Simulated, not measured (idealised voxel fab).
process module | voxel ribs on slabs
cross-section cut | 275 nm wide | cells 5 nm
A cross-section is a grid of square cells, given in bands from the top down. A band is one or more rows of cells.
Each band's line starts with the height of the band's top and of its bottom, in nm. Then come its materials from left to right, each with its width in nm. One material with "throughout" fills the band from edge to edge. "air" is empty space.
Height 0 is the level under which the wafer as received is all one material. The lowest band goes on downwards, as in "0 down".
A width such as "30 to 40" changes by the same amount from each row of cells to the next, from the band's top row to its bottom row.
"no change" after a step means that no cell of the cross-section changed.
closed voids: empty space of 8 cells or more with no open way to the top, each as width x height at its distance from the left edge, in nm
after a step's settings: what the simulator itself notes on the step
overlay nm, on a step with a mask: how far to the right of its planned place the mask lay; to the left if negative
plan
1 op RECEIVE | material Si
2 op DIRECTIONAL_DEP | material SiO2 | thk nm 30
3 op DIRECTIONAL_DEP | material polySi | thk nm 25
4 op MASKED_ETCH | tone cover | mask id RIB | width nm 20 | etch materials polySi | depth nm 5 | overlay nm 0
5 op MASKED_ETCH | tone cover | mask id SLAB | width nm 80 | etch materials polySi | depth nm 20 | overlay nm 0
6 op FILL_DEP | material SiO2 | thk nm 20
7 op CMP | height nm 70
8 op DIRECTIONAL_DEP | material TiN | thk nm 10
9 op MASKED_ETCH | tone cover | mask id HEATER | width nm 30 | etch materials TiN | depth nm 10 | overlay nm 0
10 op CONFORMAL_DEP | material SiN | thk nm 10
as received, after step 1
  0 down: Si throughout
  closed voids: none
first wafer at the end, as planned
  90 to 80: air 110 | SiN 50 | air 115
  80 to 70: SiN 120 | TiN 30 | SiN 125
  70 to 55: SiO2 throughout
  55 to 50: SiO2 125 | polySi 20 | SiO2 130
  50 to 30: SiO2 95 | polySi 80 | SiO2 100
  30 to 0: SiO2 throughout
  0 down: Si throughout
  closed voids: none
second wafer at the end: like start, like plan, one mistake
  90 to 80: air 110 | SiN 50 | air 115
  80 to 70: SiN 120 | TiN 30 | SiN 125
  70 to 55: SiN throughout
  55 to 50: SiN 125 | polySi 20 | SiN 130
  50 to 30: SiN 95 | polySi 80 | SiN 100
  30 to 0: SiO2 throughout
  0 down: Si throughout
  closed voids: none
what went wrong: step 6 ran as: op FILL_DEP | material SiN | thk nm 20
at the end the second wafer has, in cells: 372 more of SiN | 372 fewer of SiO2
